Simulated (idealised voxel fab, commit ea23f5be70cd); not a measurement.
Name of the process module below: voxel capacitor over wiring
Section shown: cut. Width: 250 nm. Cell size: 5 nm, square.
Think of the cross-section as a grid of square cells. We describe it in bands, top to bottom, and each band covers one or more rows of those cells. Top height, bottom height, nm. Materials left to right, width each, nm. Single material + "throughout" = fills band edge to edge. "blank" = empty. Height is counted from the level 0, under which the received wafer is composed throughout of one material. The lowest of the bands is not closed at the bottom but continues downward, in the notation "0 nm and below". A width given as "30..40" starts at the first number in the band's top row and ends at the second number in its bottom row, shifting by an equal amount at every step from row to row. "remained unchanged" means the step left every cell of the cross-section as it was. Enclosed voids (no open way to top), threshold 8 cells or more, entry "Internal closed voids", notation width x height at distance, distance from left edge, nm. Anything after a step's settings on that line? It's the simulator's own note about the step. A step line may carry the setting "overlay nm", which, for steps involving a mask, states the distance by which the mask lay to the right of its intended position; negative values denote displacement to the left.

PLANNED PROCESS STEPS
- 1: RECEIVE, material Si
- 2: CONFORMAL_DEP, material SiO2, thk nm 10
- 3: DIRECTIONAL_DEP, material TiN, thk nm 5
- 4: DIRECTIONAL_DEP, material W, thk nm 15
- 5: DIRECTIONAL_DEP, material aC, thk nm 15
- 6: PATTERN, tone cover, mask id METAL_1, material resist, width nm 20, pitch nm 70, thk nm 30, overlay nm 0
- 7: DIRECTIONAL_ETCH, etch materials aC, depth nm 15
- 8: STRIP, etch materials resist
- 9: DIRECTIONAL_ETCH, etch materials W, depth nm 15
- 10: DIRECTIONAL_ETCH, etch materials TiN, depth nm 5
- 11: STRIP, etch materials aC
- 12: FILL_DEP, material lowk, thk nm 5
- 13: CMP, height nm 30
- 14: CONFORMAL_DEP, material SiCN, thk nm 5
- 15: DIRECTIONAL_DEP, material lowk, thk nm 10
- 16: DIRECTIONAL_DEP, material aC, thk nm 15
- 17: PATTERN, tone open, mask id PLUG_1, material resist, width nm 15, thk nm 35, overlay nm 0
- 18: DIRECTIONAL_ETCH, etch materials aC, depth nm 15
- 19: STRIP, etch materials resist
- 20: DIRECTIONAL_ETCH, etch materials lowk, depth nm 10
- 21: DIRECTIONAL_ETCH, etch materials SiCN, depth nm 5
- 22: STRIP, etch materials aC
- 23: CONFORMAL_DEP, material TiN, thk nm 5
- 24: FILL_DEP, material Ru, thk nm 10
- 25: CMP, height nm 45
- 26: DIRECTIONAL_DEP, material TiN, thk nm 10
- 27: DIRECTIONAL_DEP, material Al2O3, thk nm 5
- 28: DIRECTIONAL_DEP, material TiN, thk nm 5
- 29: PATTERN, tone cover, mask id UPPER_PLATE, material resist, width nm 55, thk nm 20, overlay nm 0
- 30: DIRECTIONAL_ETCH, etch materials TiN, depth nm 5
- 31: DIRECTIONAL_ETCH, etch materials Al2O3, depth nm 5
- 32: STRIP, etch materials resist
- 33: PATTERN, tone cover, mask id LOWER_PLATE, material resist, width nm 65, thk nm 20, overlay nm 0
- 34: DIRECTIONAL_ETCH, etch materials TiN, depth nm 10
- 35: STRIP, etch materials resist
- 36: FILL_DEP, material SiO2, thk nm 20
- 37: CMP, height nm 80
- 38: MASKED_ETCH, tone open, mask id PLUG_2, width nm 15, etch materials SiO2, depth nm 15, overlay nm 0
- 39: CONFORMAL_DEP, material TiN, thk nm 5
- 40: FILL_DEP, material W, thk nm 5
- 41: CMP, height nm 80
- 42: CONFORMAL_DEP, material SiCN, thk nm 5

FIRST OF TWO WAFERS, WITH THE RUN CARRIED OUT AS PLANNED

CROSS-SECTION OF THE WAFER AS IT CAME TO US, I.E., ALREADY THROUGH STEP 1
> 0 nm and below: Si throughout
> Internal closed voids: none

CROSS-SECTION OF THE WAFER AFTER STEP 2
> 10 nm to 0 nm: SiO2 throughout
> Anything lower than 0 is untouched.

CROSS-SECTION OF THE WAFER AFTER STEP 3
> 15 nm to 10 nm: TiN throughout
> Anything lower than 10 is untouched.

CROSS-SECTION OF THE WAFER AFTER STEP 4
> 30 nm to 15 nm: W throughout
> Anything lower than 15 is untouched.

CROSS-SECTION OF THE WAFER AFTER STEP 5
> 45 nm to 30 nm: aC throughout
> Anything lower than 30 is untouched.

CROSS-SECTION OF THE WAFER AFTER STEP 6
> 75 nm to 45 nm: 80 of blank  20 of resist  50 of blank  20 of resist  80 of blank
> Anything lower than 45 is untouched.

CROSS-SECTION OF THE WAFER AFTER STEP 7
> 60 nm to 45 nm: 80 of blank  20 of resist  50 of blank  20 of resist  80 of blank
> 45 nm to 30 nm: 80 of blank  20 of aC  50 of blank  20 of aC  80 of blank
> Anything lower than 30 is untouched.

CROSS-SECTION OF THE WAFER AFTER STEP 8
> 45 nm to 30 nm: 80 of blank  20 of aC  50 of blank  20 of aC  80 of blank
> Anything lower than 30 is untouched.

CROSS-SECTION OF THE WAFER AFTER STEP 9
> 45 nm to 30 nm: 80 of blank  20 of aC  50 of blank  20 of aC  80 of blank
> 30 nm to 15 nm: 80 of blank  20 of W  50 of blank  20 of W  80 of blank
> Anything lower than 15 is untouched.

CROSS-SECTION OF THE WAFER AFTER STEP 10
> 45 nm to 30 nm: 80 of blank  20 of aC  50 of blank  20 of aC  80 of blank
> 30 nm to 15 nm: 80 of blank  20 of W  50 of blank  20 of W  80 of blank
> 15 nm to 10 nm: 80 of blank  20 of TiN  50 of blank  20 of TiN  80 of blank
> Anything lower than 10 is untouched.

CROSS-SECTION OF THE WAFER AFTER STEP 11
> 30 nm to 15 nm: 80 of blank  20 of W  50 of blank  20 of W  80 of blank
> Anything lower than 15 is untouched.

CROSS-SECTION OF THE WAFER AFTER STEP 12
> 35 nm to 30 nm: lowk throughout
> 30 nm to 15 nm: 80 of lowk  20 of W  50 of lowk  20 of W  80 of lowk
> 15 nm to 10 nm: 80 of lowk  20 of TiN  50 of lowk  20 of TiN  80 of lowk
> Anything lower than 10 is untouched.

CROSS-SECTION OF THE WAFER AFTER STEP 13
> 30 nm to 15 nm: 80 of lowk  20 of W  50 of lowk  20 of W  80 of lowk
> Anything lower than 15 is untouched.

CROSS-SECTION OF THE WAFER AFTER STEP 14
> 35 nm to 30 nm: SiCN throughout
> Anything lower than 30 is untouched.

CROSS-SECTION OF THE WAFER AFTER STEP 15
> 45 nm to 35 nm: lowk throughout
> Anything lower than 35 is untouched.

CROSS-SECTION OF THE WAFER AFTER STEP 16
> 60 nm to 45 nm: aC throughout
> Anything lower than 45 is untouched.

CROSS-SECTION OF THE WAFER AFTER STEP 17
> 95 nm to 60 nm: 85 of resist  15 of blank  150 of resist
> Anything lower than 60 is untouched.

CROSS-SECTION OF THE WAFER AFTER STEP 18
> 80 nm to 60 nm: 85 of resist  15 of blank  150 of resist
> 60 nm to 45 nm: 85 of aC  15 of blank  150 of aC
> Anything lower than 45 is untouched.

CROSS-SECTION OF THE WAFER AFTER STEP 19
> 60 nm to 45 nm: 85 of aC  15 of blank  150 of aC
> Anything lower than 45 is untouched.

CROSS-SECTION OF THE WAFER AFTER STEP 20
> 60 nm to 45 nm: 85 of aC  15 of blank  150 of aC
> 45 nm to 35 nm: 85 of lowk  15 of blank  150 of lowk
> Anything lower than 35 is untouched.

CROSS-SECTION OF THE WAFER AFTER STEP 21
> 60 nm to 45 nm: 85 of aC  15 of blank  150 of aC
> 45 nm to 35 nm: 85 of lowk  15 of blank  150 of lowk
> 35 nm to 30 nm: 85 of SiCN  15 of blank  150 of SiCN
> Anything lower than 30 is untouched.

CROSS-SECTION OF THE WAFER AFTER STEP 22
> 45 nm to 35 nm: 85 of lowk  15 of blank  150 of lowk
> Anything lower than 35 is untouched.

CROSS-SECTION OF THE WAFER AFTER STEP 23
> 50 nm to 45 nm: 90 of TiN  5 of blank  155 of TiN
> 45 nm to 35 nm: 85 of lowk  5 of TiN  5 of blank  5 of TiN  150 of lowk
> 35 nm to 30 nm: 85 of SiCN  15 of TiN  150 of SiCN
> Anything lower than 30 is untouched.

CROSS-SECTION OF THE WAFER AFTER STEP 24
> 60 nm to 50 nm: Ru throughout
> 50 nm to 45 nm: 90 of TiN  5 of Ru  155 of TiN
> 45 nm to 35 nm: 85 of lowk  5 of TiN  5 of Ru  5 of TiN  150 of lowk
> Anything lower than 35 is untouched.

CROSS-SECTION OF THE WAFER AFTER STEP 25
> 45 nm to 35 nm: 85 of lowk  5 of TiN  5 of Ru  5 of TiN  150 of lowk
> Anything lower than 35 is untouched.

CROSS-SECTION OF THE WAFER AFTER STEP 26
> 55 nm to 45 nm: TiN throughout
> Anything lower than 45 is untouched.

CROSS-SECTION OF THE WAFER AFTER STEP 27
> 60 nm to 55 nm: Al2O3 throughout
> Anything lower than 55 is untouched.

CROSS-SECTION OF THE WAFER AFTER STEP 28
> 65 nm to 60 nm: TiN throughout
> Anything lower than 60 is untouched.

CROSS-SECTION OF THE WAFER AFTER STEP 29
> 85 nm to 65 nm: 85 of blank  55 of resist  110 of blank
> Anything lower than 65 is untouched.

CROSS-SECTION OF THE WAFER AFTER STEP 30
> 85 nm to 65 nm: 85 of blank  55 of resist  110 of blank
> 65 nm to 60 nm: 85 of blank  55 of TiN  110 of blank
> Anything lower than 60 is untouched.

CROSS-SECTION OF THE WAFER AFTER STEP 31
> 85 nm to 65 nm: 85 of blank  55 of resist  110 of blank
> 65 nm to 60 nm: 85 of blank  55 of TiN  110 of blank
> 60 nm to 55 nm: 85 of blank  55 of Al2O3  110 of blank
> Anything lower than 55 is untouched.

CROSS-SECTION OF THE WAFER AFTER STEP 32
> 65 nm to 60 nm: 85 of blank  55 of TiN  110 of blank
> Anything lower than 60 is untouched.

CROSS-SECTION OF THE WAFER AFTER STEP 33
> 85 nm to 65 nm: 80 of blank  65 of resist  105 of blank
> 65 nm to 60 nm: 80 of blank  5 of resist  55 of TiN  5 of resist  105 of blank
> 60 nm to 55 nm: 80 of blank  5 of resist  55 of Al2O3  5 of resist  105 of blank
> Anything lower than 55 is untouched.

CROSS-SECTION OF THE WAFER AFTER STEP 34
> 85 nm to 65 nm: 80 of blank  65 of resist  105 of blank
> 65 nm to 60 nm: 80 of blank  5 of resist  55 of TiN  5 of resist  105 of blank
> 60 nm to 55 nm: 80 of blank  5 of resist  55 of Al2O3  5 of resist  105 of blank
> 55 nm to 45 nm: 80 of blank  65 of TiN  105 of blank
> Anything lower than 45 is untouched.

CROSS-SECTION OF THE WAFER AFTER STEP 35
> 65 nm to 60 nm: 85 of blank  55 of TiN  110 of blank
> 60 nm to 55 nm: 85 of blank  55 of Al2O3  110 of blank
> Anything lower than 55 is untouched.

CROSS-SECTION OF THE WAFER AFTER STEP 36
> 85 nm to 65 nm: SiO2 throughout
> 65 nm to 60 nm: 85 of SiO2  55 of TiN  110 of SiO2
> 60 nm to 55 nm: 85 of SiO2  55 of Al2O3  110 of SiO2
> 55 nm to 45 nm: 80 of SiO2  65 of TiN  105 of SiO2
> Anything lower than 45 is untouched.

CROSS-SECTION OF THE WAFER AFTER STEP 37
> 80 nm to 65 nm: SiO2 throughout
> Anything lower than 65 is untouched.

CROSS-SECTION OF THE WAFER AFTER STEP 38
> 80 nm to 65 nm: 95 of SiO2  15 of blank  140 of SiO2
> Anything lower than 65 is untouched.

CROSS-SECTION OF THE WAFER AFTER STEP 39
> 85 nm to 80 nm: 100 of TiN  5 of blank  145 of TiN
> 80 nm to 70 nm: 95 of SiO2  5 of TiN  5 of blank  5 of TiN  140 of SiO2
> 70 nm to 60 nm: 95..85 of SiO2  15..55 of TiN  140..110 of SiO2
> Anything lower than 60 is untouched.

CROSS-SECTION OF THE WAFER AFTER STEP 40
> 90 nm to 85 nm: W throughout
> 85 nm to 80 nm: 100 of TiN  5 of W  145 of TiN
> 80 nm to 70 nm: 95 of SiO2  5 of TiN  5 of W  5 of TiN  140 of SiO2
> Anything lower than 70 is untouched.

CROSS-SECTION OF THE WAFER AFTER STEP 41
> 80 nm to 70 nm: 95 of SiO2  5 of TiN  5 of W  5 of TiN  140 of SiO2
> Anything lower than 70 is untouched.

CROSS-SECTION OF THE WAFER AFTER STEP 42
> 85 nm to 80 nm: SiCN throughout
> Anything lower than 80 is untouched.

WAFER TWO OF THE PAIR: SAME ORIGIN, SAME PLAN, ONE ERROR DURING THE RUN; IDENTICAL TO WAFER ONE UP TO AND INCLUDING STEP 27

SECOND WAFER: CROSS-SECTION AT THE SCHEDULED END OF STEP 28
> 65 nm to 60 nm: SiCN throughout
> Anything lower than 60 is untouched.

SECOND WAFER: CROSS-SECTION AT THE SCHEDULED END OF STEP 29
> 85 nm to 65 nm: 85 of blank  55 of resist  110 of blank
> Anything lower than 65 is untouched.

Second wafer: cross-section at the scheduled end of step 30: remained unchanged

Second wafer: cross-section at the scheduled end of step 31: remained unchanged

SECOND WAFER: CROSS-SECTION AT THE SCHEDULED END OF STEP 32
> 65 nm to 60 nm: SiCN throughout
> Anything lower than 60 is untouched.

SECOND WAFER: CROSS-SECTION AT THE SCHEDULED END OF STEP 33
> 85 nm to 65 nm: 80 of blank  65 of resist  105 of blank
> Anything lower than 65 is untouched.

Second wafer: cross-section at the scheduled end of step 34: remained unchanged

SECOND WAFER: CROSS-SECTION AT THE SCHEDULED END OF STEP 35
> 65 nm to 60 nm: SiCN throughout
> Anything lower than 60 is untouched.

SECOND WAFER: CROSS-SECTION AT THE SCHEDULED END OF STEP 36
> 85 nm to 65 nm: SiO2 throughout
> Anything lower than 65 is untouched.

SECOND WAFER: CROSS-SECTION AT THE SCHEDULED END OF STEP 37
> 80 nm to 65 nm: SiO2 throughout
> Anything lower than 65 is untouched.

SECOND WAFER: CROSS-SECTION AT THE SCHEDULED END OF STEP 38
> 80 nm to 65 nm: 95 of SiO2  15 of blank  140 of SiO2
> Anything lower than 65 is untouched.

SECOND WAFER: CROSS-SECTION AT THE SCHEDULED END OF STEP 39
> 85 nm to 80 nm: 100 of TiN  5 of blank  145 of TiN
> 80 nm to 70 nm: 95 of SiO2  5 of TiN  5 of blank  5 of TiN  140 of SiO2
> 70 nm to 65 nm: 95 of SiO2  15 of TiN  140 of SiO2
> Anything lower than 65 is untouched.

SECOND WAFER: CROSS-SECTION AT THE SCHEDULED END OF STEP 40
> 90 nm to 85 nm: W throughout
> 85 nm to 80 nm: 100 of TiN  5 of W  145 of TiN
> 80 nm to 70 nm: 95 of SiO2  5 of TiN  5 of W  5 of TiN  140 of SiO2
> Anything lower than 70 is untouched.

SECOND WAFER: CROSS-SECTION AT THE SCHEDULED END OF STEP 41
> 80 nm to 70 nm: 95 of SiO2  5 of TiN  5 of W  5 of TiN  140 of SiO2
> Anything lower than 70 is untouched.

SECOND WAFER: CROSS-SECTION AT THE SCHEDULED END OF STEP 42
> 85 nm to 80 nm: SiCN throughout
> Anything lower than 80 is untouched.
Against the plan, the run slipped here: rather than as planned, step 28 actually ran as DIRECTIONAL_DEP, material SiCN, thk nm 5
Heads up, by the end the second wafer has more or fewer cells of some materials compared to the first: +39 Al2O3; +50 SiCN; -152 SiO2; +63 TiN
